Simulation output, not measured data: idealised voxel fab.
Process module name: voxel self aligned contacts
The cross-section shown here is cut; it is 185 nm wide and divided into square cells measuring 5 nm on a side.
We lay out every cross-section as a grid of square cells and spell it out in bands from the top down, where one band means one or more rows of cells.
Heads up on the band format: heights come first, top then bottom, in nm. After that it's the materials left to right, each with its width in nm. A single material flagged "full width" fills the whole band edge to edge, and "empty" means there's empty space there.
Heights are measured from 0, the level below which the as-received wafer is all one material; the lowest band has no bottom and continues downward, written as in "0 nm and below".
With a width like "30->40", each row of cells in the band differs from the next by the same amount, the top row carrying the first number and the bottom row the second.
Where a step carries "remains unaltered", the cross-section came out of it unchanged, cell for cell.
Voids not open to the top, 8 cells minimum: see "Sealed void list". Written width x height at distance; distance is from the left edge; nm.
Note: text after step settings on the step line = simulator remark on that step.
overlay nm: on a step with a mask, how far right of its planned place the mask lay; negative means left.

### These are the steps we planned for the process
1 RECEIVE (material Si)
2 OXIDIZE (depth nm 5)
3 DIRECTIONAL_DEP (material polySi; thk nm 30)
4 DIRECTIONAL_DEP (material SiN; thk nm 15)
5 PATTERN (tone cover; mask id GATE; material resist; width nm 25; pitch nm 50; thk nm 15; overlay nm 0)
6 DIRECTIONAL_ETCH (etch materials SiN; depth nm 15)
7 DIRECTIONAL_ETCH (etch materials polySi; depth nm 30)
8 STRIP (etch materials resist)
9 CONFORMAL_DEP (material SiN; thk nm 5)
10 DIRECTIONAL_ETCH (etch materials SiN; depth nm 5)
11 FILL_DEP (material SiO2; thk nm 15)
12 CMP (height nm 50)
13 MASKED_ETCH (tone open; mask id CONTACT; width nm 35; etch materials SiO2; depth nm 55; overlay nm 0)
14 CONFORMAL_DEP (material TiN; thk nm 5)
15 FILL_DEP (material W; thk nm 5)
16 CMP (height nm 50)
17 CONFORMAL_DEP (material SiCN; thk nm 5)

### Cross-sectional view of the wafer in its as-received condition, corresponding to the state after step 1
- 0 nm and below = Si full width
- Sealed void list: none

### Result of the module, cross-sectioned: start per above, plan per above, one error in how it was run
- 55 nm to 50 nm = SiCN full width
- 50 nm to 45 nm = 75 SiO2  15 TiN  5 W  15 TiN  75 SiO2
- 45 nm to 30 nm = 50 SiO2  35 SiN  5 TiN  5 W  5 TiN  35 SiN  50 SiO2
- 30 nm to 5 nm = 50 SiO2  5 SiN  25 polySi  5 SiN  5 TiN  5 W  5 TiN  5 SiN  25 polySi  5 SiN  50 SiO2
- 5 nm to 0 nm = 50 SiO2  5 SiN  25 polySi  5 SiN  15 TiN  5 SiN  25 polySi  5 SiN  50 SiO2
- 0 nm and below = Si full width
- Sealed void list: none
what went wrong: it should be noted that step 2 of the plan was omitted and was not performed
